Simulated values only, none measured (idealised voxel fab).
process module | voxel transistor to metal
cross-section cut | 200 nm wide | cells 5 nm
A cross-section is a grid of square cells, given in bands from the top down. A band is one or more rows of cells.
Each band's line starts with the height of the band's top and of its bottom, in nm. Then come its materials from left to right, each with its width in nm. One material with "throughout" fills the band from edge to edge. "air" is empty space.
Height 0 is the level under which the wafer as received is all one material. The lowest band goes on downwards, as in "0 down".
A width such as "30 to 40" changes by the same amount from each row of cells to the next, from the band's top row to its bottom row.
"no change" after a step means that no cell of the cross-section changed.
closed voids: empty space of 8 cells or more with no open way to the top, each as width x height at its distance from the left edge, in nm
after a step's settings: what the simulator itself notes on the step
overlay nm, on a step with a mask: how far to the right of its planned place the mask lay; to the left if negative
plan
1 op RECEIVE | material Si
2 op CONFORMAL_DEP | material SiO2 | thk nm 5
3 op CONFORMAL_DEP | material SiN | thk nm 15
4 op DIRECTIONAL_DEP | material aC | thk nm 15
5 op PATTERN | tone cover | mask id ACTIVE | material resist | width nm 125 | thk nm 35 | overlay nm 0
6 op DIRECTIONAL_ETCH | etch materials aC | depth nm 15
7 op STRIP | etch materials resist
8 op DIRECTIONAL_ETCH | etch materials SiN | depth nm 15
9 op DIRECTIONAL_ETCH | etch materials SiO2 | depth nm 5
10 op DIRECTIONAL_ETCH | etch materials Si | depth nm 25
11 op STRIP | etch materials aC
12 op OXIDIZE | depth nm 5
13 op FILL_DEP | material SiO2 | thk nm 5
14 op CMP | height nm 20
15 op SELECTIVE_ETCH | etch materials SiO2 | depth nm 5
16 op STRIP | etch materials SiN
17 op SELECTIVE_ETCH | etch materials SiO2 | depth nm 5
18 op OXIDIZE | depth nm 5
19 op DIRECTIONAL_DEP | material polySi | thk nm 30
20 op DIRECTIONAL_DEP | material SiCN | thk nm 15
21 op PATTERN | tone cover | mask id GATE | material resist | width nm 25 | thk nm 15 | overlay nm 0
22 op DIRECTIONAL_ETCH | etch materials SiCN | depth nm 25
23 op DIRECTIONAL_ETCH | etch materials polySi | depth nm 40
24 op STRIP | etch materials resist
25 op CONFORMAL_DEP | material SiO2 | thk nm 5
26 op DIRECTIONAL_ETCH | etch materials SiO2 | depth nm 5
27 op CONFORMAL_DEP | material SiN | thk nm 5
28 op DIRECTIONAL_ETCH | etch materials SiN | depth nm 5
29 op DIRECTIONAL_ETCH | etch materials SiO2 | depth nm 5
30 op DIRECTIONAL_ETCH | etch materials Si | depth nm 15
31 op EPI | material SiGe | thk nm 20
32 op FILL_DEP | material SiO2 | thk nm 10
33 op CMP | height nm 45
34 op DIRECTIONAL_DEP | material SiO2 | thk nm 15
35 op MASKED_ETCH | tone open | mask id CONTACT | width nm 15 | pitch nm 85 | etch materials SiO2 | depth nm 60 | overlay nm 0
36 op CONFORMAL_DEP | material TiN | thk nm 5
37 op FILL_DEP | material Ru | thk nm 10
38 op CMP | height nm 60
39 op CONFORMAL_DEP | material SiCN | thk nm 5
40 op DIRECTIONAL_DEP | material SiO2 | thk nm 25
41 op DIRECTIONAL_DEP | material aC | thk nm 15
42 op PATTERN | tone open | mask id METAL_1 | material resist | width nm 20 | pitch nm 85 | thk nm 30 | overlay nm 0
43 op DIRECTIONAL_ETCH | etch materials aC | depth nm 15
44 op STRIP | etch materials resist
45 op DIRECTIONAL_ETCH | etch materials SiO2 | depth nm 25
46 op DIRECTIONAL_ETCH | etch materials SiCN | depth nm 5
47 op STRIP | etch materials aC
48 op CONFORMAL_DEP | material TiN | thk nm 5
49 op FILL_DEP | material Ru | thk nm 10
50 op CMP | height nm 90
51 op CONFORMAL_DEP | material SiCN | thk nm 5
varied across the wafers: width nm of step 35. The plan shows the first wafer's value. All wafers start alike
first wafer as received, after step 1
  0 down: Si throughout
  closed voids: none
each wafer at the end: cells of each material gained (+) or lost (-) since it was received, then its closed voids
width nm 15 | +36 Ru | -167 Si | +87 SiCN | +80 SiGe | +22 SiN | +597 SiO2 | +75 TiN | +30 polySi | closed voids: none
width nm 20 | +52 Ru | -167 Si | +87 SiCN | +80 SiGe | +22 SiN | +576 SiO2 | +80 TiN | +30 polySi | closed voids: none
width nm 25 | +71 Ru | -167 Si | +87 SiCN | +80 SiGe | +22 SiN | +555 SiO2 | +82 TiN | +30 polySi | closed voids: none
width nm 30 | +90 Ru | -167 Si | +87 SiCN | +80 SiGe | +22 SiN | +534 SiO2 | +84 TiN | +30 polySi | closed voids: none
width nm 35 | +107 Ru | -167 Si | +87 SiCN | +80 SiGe | +22 SiN | +515 SiO2 | +86 TiN | +30 polySi | closed voids: none
